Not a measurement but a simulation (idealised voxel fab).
Proc. module: voxel air gaps
For reference, the cross-section in this document is cut, with width 175 nm and square cells of 5 nm.
Square cells in a grid make up a cross-section in this document, and the grid is given as bands, listed from the top down, each one or more rows of cells.
For a band, the entry starts with two heights in nm, that of the top and then that of the bottom, and carries on with the band's materials in order from left to right, each alongside its width in nm; the word "all across" beside a single material means it fills the band edge to edge, and "blank" means empty space.
It should be noted that heights are counted from 0, beneath which the wafer as supplied is of one material throughout, and that the lowest band possesses no lower boundary but continues downward, as written in "0..down".
Think of "30..40" as a width that walks from the first number to the second as you go down the band, top row to bottom row, taking equal-sized steps from row to row.
No cell of the cross-section changed in a step that is given as "no alteration".
"Entrapped voids" enumerates empty spaces isolated from the top, with no open way to it, that contain at least 8 cells, giving each as width x height at distance from the left edge, all three in nm.
Formally, on a step line, whatever follows the settings is a remark that the simulator itself makes on the step.
The setting "overlay nm" may be written on the line of a step. When the step uses a mask, the value reports how far to the right of the planned place the mask lay, and a negative value reports that it lay to the left.

### Process steps - plan
1 RECEIVE: material Si
2 CONFORMAL_DEP: material SiO2, thk nm 15
3 CONFORMAL_DEP: material SiN, thk nm 5
4 DIRECTIONAL_DEP: material SiO2, thk nm 40
5 MASKED_ETCH: tone open, mask id LINES, width nm 25, pitch nm 50, etch materials SiO2, depth nm 40, overlay nm 0
6 CONFORMAL_DEP: material TiN, thk nm 5
7 FILL_DEP: material Cu, thk nm 10
8 CMP: height nm 60
9 EPI: material Ru, thk nm 10
10 SELECTIVE_ETCH: etch materials SiO2, depth nm 50
11 CONFORMAL_DEP: material SiCN, thk nm 5

### First of two wafers - as planned

### Cross-section: wafer on arrival = after step 1
> 0..down = Si all across
> Entrapped voids: none

### Presented here is a cross-section of the wafer after step 2 has been performed
> 15..0 = SiO2 all across
> For the remainder of the cross-section, below 0, there is no change.

### Presented here is a cross-section of the wafer after step 3 has been performed
> 20..15 = SiN all across
> For the remainder of the cross-section, below 15, there is no change.

### Presented here is a cross-section of the wafer after step 4 has been performed
> 60..20 = SiO2 all across
> For the remainder of the cross-section, below 20, there is no change.

### Presented here is a cross-section of the wafer after step 5 has been performed
> 60..20 = 25 nm SiO2 / 25 nm blank / 25 nm SiO2 / 25 nm blank / 25 nm SiO2 / 25 nm blank / 25 nm SiO2
> For the remainder of the cross-section, below 20, there is no change.

### Presented here is a cross-section of the wafer after step 6 has been performed
> 65..60 = 30 nm TiN / 15 nm blank / 35 nm TiN / 15 nm blank / 35 nm TiN / 15 nm blank / 30 nm TiN
> 60..25 = 25 nm SiO2 / 5 nm TiN / 15 nm blank / 5 nm TiN / 25 nm SiO2 / 5 nm TiN / 15 nm blank / 5 nm TiN / 25 nm SiO2 / 5 nm TiN / 15 nm blank / 5 nm TiN / 25 nm SiO2
> 25..20 = 25 nm SiO2 / 25 nm TiN / 25 nm SiO2 / 25 nm TiN / 25 nm SiO2 / 25 nm TiN / 25 nm SiO2
> For the remainder of the cross-section, below 20, there is no change.

### Presented here is a cross-section of the wafer after step 7 has been performed
> 75..65 = Cu all across
> 65..60 = 30 nm TiN / 15 nm Cu / 35 nm TiN / 15 nm Cu / 35 nm TiN / 15 nm Cu / 30 nm TiN
> 60..25 = 25 nm SiO2 / 5 nm TiN / 15 nm Cu / 5 nm TiN / 25 nm SiO2 / 5 nm TiN / 15 nm Cu / 5 nm TiN / 25 nm SiO2 / 5 nm TiN / 15 nm Cu / 5 nm TiN / 25 nm SiO2
> For the remainder of the cross-section, below 25, there is no change.

### Presented here is a cross-section of the wafer after step 8 has been performed
> 60..25 = 25 nm SiO2 / 5 nm TiN / 15 nm Cu / 5 nm TiN / 25 nm SiO2 / 5 nm TiN / 15 nm Cu / 5 nm TiN / 25 nm SiO2 / 5 nm TiN / 15 nm Cu / 5 nm TiN / 25 nm SiO2
> For the remainder of the cross-section, below 25, there is no change.

### Presented here is a cross-section of the wafer after step 9 has been performed
> 70..60 = 15 nm blank / 45 nm Ru / 5 nm blank / 45 nm Ru / 5 nm blank / 45 nm Ru / 15 nm blank
> For the remainder of the cross-section, below 60, there is no change.

### Presented here is a cross-section of the wafer after step 10 has been performed
> 70..60 = 15 nm blank / 45 nm Ru / 5 nm blank / 45 nm Ru / 5 nm blank / 45 nm Ru / 15 nm blank
> 60..25 = 25 nm blank / 5 nm TiN / 15 nm Cu / 5 nm TiN / 25 nm blank / 5 nm TiN / 15 nm Cu / 5 nm TiN / 25 nm blank / 5 nm TiN / 15 nm Cu / 5 nm TiN / 25 nm blank
> 25..20 = 25 nm blank / 25 nm TiN / 25 nm blank / 25 nm TiN / 25 nm blank / 25 nm TiN / 25 nm blank
> For the remainder of the cross-section, below 20, there is no change.

### Presented here is a cross-section of the wafer after step 11 has been performed
> 75..70 = 10 nm blank / 155 nm SiCN / 10 nm blank
> 70..60 = 10 nm blank / 5 nm SiCN / 45 nm Ru / 5 nm SiCN / 45 nm Ru / 5 nm SiCN / 45 nm Ru / 5 nm SiCN / 10 nm blank
> 60..55 = 10 nm blank / 15 nm SiCN / 5 nm TiN / 15 nm Cu / 5 nm TiN / 25 nm SiCN / 5 nm TiN / 15 nm Cu / 5 nm TiN / 25 nm SiCN / 5 nm TiN / 15 nm Cu / 5 nm TiN / 15 nm SiCN / 10 nm blank
> 55..25 = 20 nm blank / 5 nm SiCN / 5 nm TiN / 15 nm Cu / 5 nm TiN / 5 nm SiCN / 15 nm blank / 5 nm SiCN / 5 nm TiN / 15 nm Cu / 5 nm TiN / 5 nm SiCN / 15 nm blank / 5 nm SiCN / 5 nm TiN / 15 nm Cu / 5 nm TiN / 5 nm SiCN / 20 nm blank
> 25..20 = 25 nm SiCN / 25 nm TiN / 25 nm SiCN / 25 nm TiN / 25 nm SiCN / 25 nm TiN / 25 nm SiCN
> For the remainder of the cross-section, below 20, there is no change.
> Entrapped voids: 15 x 30 at 55; 15 x 30 at 105

### Companion wafer, the second of two: same beginning, same intended sequence, one mistake in carrying it out; through step 1 inclusive it tracks the first exactly

### Second wafer: cross-section at the scheduled end of step 2
> 5..0 = SiN all across
> For the remainder of the cross-section, below 0, there is no change.

### Second wafer: cross-section at the scheduled end of step 3
> 20..5 = SiO2 all across
> For the remainder of the cross-section, below 5, there is no change.

### Second wafer: cross-section at the scheduled end of step 4
> 60..5 = SiO2 all across
> For the remainder of the cross-section, below 5, there is no change.

### Second wafer: cross-section at the scheduled end of step 5
> 60..20 = 25 nm SiO2 / 25 nm blank / 25 nm SiO2 / 25 nm blank / 25 nm SiO2 / 25 nm blank / 25 nm SiO2
> For the remainder of the cross-section, below 20, there is no change.

### Second wafer: cross-section at the scheduled end of step 6
> 65..60 = 30 nm TiN / 15 nm blank / 35 nm TiN / 15 nm blank / 35 nm TiN / 15 nm blank / 30 nm TiN
> 60..25 = 25 nm SiO2 / 5 nm TiN / 15 nm blank / 5 nm TiN / 25 nm SiO2 / 5 nm TiN / 15 nm blank / 5 nm TiN / 25 nm SiO2 / 5 nm TiN / 15 nm blank / 5 nm TiN / 25 nm SiO2
> 25..20 = 25 nm SiO2 / 25 nm TiN / 25 nm SiO2 / 25 nm TiN / 25 nm SiO2 / 25 nm TiN / 25 nm SiO2
> For the remainder of the cross-section, below 20, there is no change.

### Second wafer: cross-section at the scheduled end of step 7
> 75..65 = Cu all across
> 65..60 = 30 nm TiN / 15 nm Cu / 35 nm TiN / 15 nm Cu / 35 nm TiN / 15 nm Cu / 30 nm TiN
> 60..25 = 25 nm SiO2 / 5 nm TiN / 15 nm Cu / 5 nm TiN / 25 nm SiO2 / 5 nm TiN / 15 nm Cu / 5 nm TiN / 25 nm SiO2 / 5 nm TiN / 15 nm Cu / 5 nm TiN / 25 nm SiO2
> For the remainder of the cross-section, below 25, there is no change.

### Second wafer: cross-section at the scheduled end of step 8
> 60..25 = 25 nm SiO2 / 5 nm TiN / 15 nm Cu / 5 nm TiN / 25 nm SiO2 / 5 nm TiN / 15 nm Cu / 5 nm TiN / 25 nm SiO2 / 5 nm TiN / 15 nm Cu / 5 nm TiN / 25 nm SiO2
> For the remainder of the cross-section, below 25, there is no change.

### Second wafer: cross-section at the scheduled end of step 9
> 70..60 = 15 nm blank / 45 nm Ru / 5 nm blank / 45 nm Ru / 5 nm blank / 45 nm Ru / 15 nm blank
> For the remainder of the cross-section, below 60, there is no change.

### Second wafer: cross-section at the scheduled end of step 10
> 70..60 = 15 nm blank / 45 nm Ru / 5 nm blank / 45 nm Ru / 5 nm blank / 45 nm Ru / 15 nm blank
> 60..25 = 25 nm blank / 5 nm TiN / 15 nm Cu / 5 nm TiN / 25 nm blank / 5 nm TiN / 15 nm Cu / 5 nm TiN / 25 nm blank / 5 nm TiN / 15 nm Cu / 5 nm TiN / 25 nm blank
> 25..20 = 25 nm blank / 25 nm TiN / 25 nm blank / 25 nm TiN / 25 nm blank / 25 nm TiN / 25 nm blank
> 20..10 = 35 nm blank / 5 nm SiO2 / 45 nm blank / 5 nm SiO2 / 45 nm blank / 5 nm SiO2 / 35 nm blank
> For the remainder of the cross-section, below 10, there is no change.

### Second wafer: cross-section at the scheduled end of step 11
> 75..70 = 10 nm blank / 155 nm SiCN / 10 nm blank
> 70..60 = 10 nm blank / 5 nm SiCN / 45 nm Ru / 5 nm SiCN / 45 nm Ru / 5 nm SiCN / 45 nm Ru / 5 nm SiCN / 10 nm blank
> 60..55 = 10 nm blank / 15 nm SiCN / 5 nm TiN / 15 nm Cu / 5 nm TiN / 25 nm SiCN / 5 nm TiN / 15 nm Cu / 5 nm TiN / 25 nm SiCN / 5 nm TiN / 15 nm Cu / 5 nm TiN / 15 nm SiCN / 10 nm blank
> 55..25 = 20 nm blank / 5 nm SiCN / 5 nm TiN / 15 nm Cu / 5 nm TiN / 5 nm SiCN / 15 nm blank / 5 nm SiCN / 5 nm TiN / 15 nm Cu / 5 nm TiN / 5 nm SiCN / 15 nm blank / 5 nm SiCN / 5 nm TiN / 15 nm Cu / 5 nm TiN / 5 nm SiCN / 20 nm blank
> 25..20 = 20 nm blank / 5 nm SiCN / 25 nm TiN / 5 nm SiCN / 15 nm blank / 5 nm SiCN / 25 nm TiN / 5 nm SiCN / 15 nm blank / 5 nm SiCN / 25 nm TiN / 5 nm SiCN / 20 nm blank
> 20..15 = 20 nm blank / 15 nm SiCN / 5 nm SiO2 / 15 nm SiCN / 15 nm blank / 15 nm SiCN / 5 nm SiO2 / 15 nm SiCN / 15 nm blank / 15 nm SiCN / 5 nm SiO2 / 15 nm SiCN / 20 nm blank
> 15..10 = 35 nm SiCN / 5 nm SiO2 / 45 nm SiCN / 5 nm SiO2 / 45 nm SiCN / 5 nm SiO2 / 35 nm SiCN
> For the remainder of the cross-section, below 10, there is no change.
> Entrapped voids: 15 x 40 at 55; 15 x 40 at 105
In executing the process, a mistake was made relative to the plan: steps 2 and 3 of the plan were each performed in the slot designated for the other
Per the end-of-run cell counts, the second wafer holds more or fewer of some materials than the first: SiCN +36; SiO2 -64
